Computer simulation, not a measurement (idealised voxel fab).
process module | voxel fin reveal
cross-section cut | 285 nm wide | cells 5 nm
A cross-section is a grid of square cells, given in bands from the top down. A band is one or more rows of cells.
Each band's line starts with the height of the band's top and of its bottom, in nm. Then come its materials from left to right, each with its width in nm. One material with "throughout" fills the band from edge to edge. "air" is empty space.
Height 0 is the level under which the wafer as received is all one material. The lowest band goes on downwards, as in "0 down".
A width such as "30 to 40" changes by the same amount from each row of cells to the next, from the band's top row to its bottom row.
"no change" after a step means that no cell of the cross-section changed.
closed voids: empty space of 8 cells or more with no open way to the top, each as width x height at its distance from the left edge, in nm
after a step's settings: what the simulator itself notes on the step
overlay nm, on a step with a mask: how far to the right of its planned place the mask lay; to the left if negative
plan
1 op RECEIVE | material Si
2 op CONFORMAL_DEP | material SiN | thk nm 5
3 op DIRECTIONAL_DEP | material aC | thk nm 10
4 op PATTERN | tone cover | mask id FINS | material resist | width nm 15 | pitch nm 45 | thk nm 30 | overlay nm 0
5 op DIRECTIONAL_ETCH | etch materials aC | depth nm 10
6 op STRIP | etch materials resist
7 op DIRECTIONAL_ETCH | etch materials SiN | depth nm 5
8 op DIRECTIONAL_ETCH | etch materials Si | depth nm 40
9 op STRIP | etch materials aC
10 op FILL_DEP | material SiO2 | thk nm 15
11 op CMP | height nm 5
12 op SELECTIVE_ETCH | etch materials SiO2 | depth nm 20
13 op STRIP | etch materials SiN
14 op CONFORMAL_DEP | material SiO2 | thk nm 5
varied across the wafers: width nm of step 4. The plan shows the first wafer's value. All wafers start alike
first wafer as received, after step 1
  0 down: Si throughout
  closed voids: none
each wafer at the end: cells of each material gained (+) or lost (-) since it was received, then its closed voids
width nm 15 | -384 Si | +315 SiO2 | closed voids: none
width nm 20 | -360 Si | +300 SiO2 | closed voids: none
width nm 25 | -336 Si | +285 SiO2 | closed voids: none
width nm 30 | -312 Si | +270 SiO2 | closed voids: none
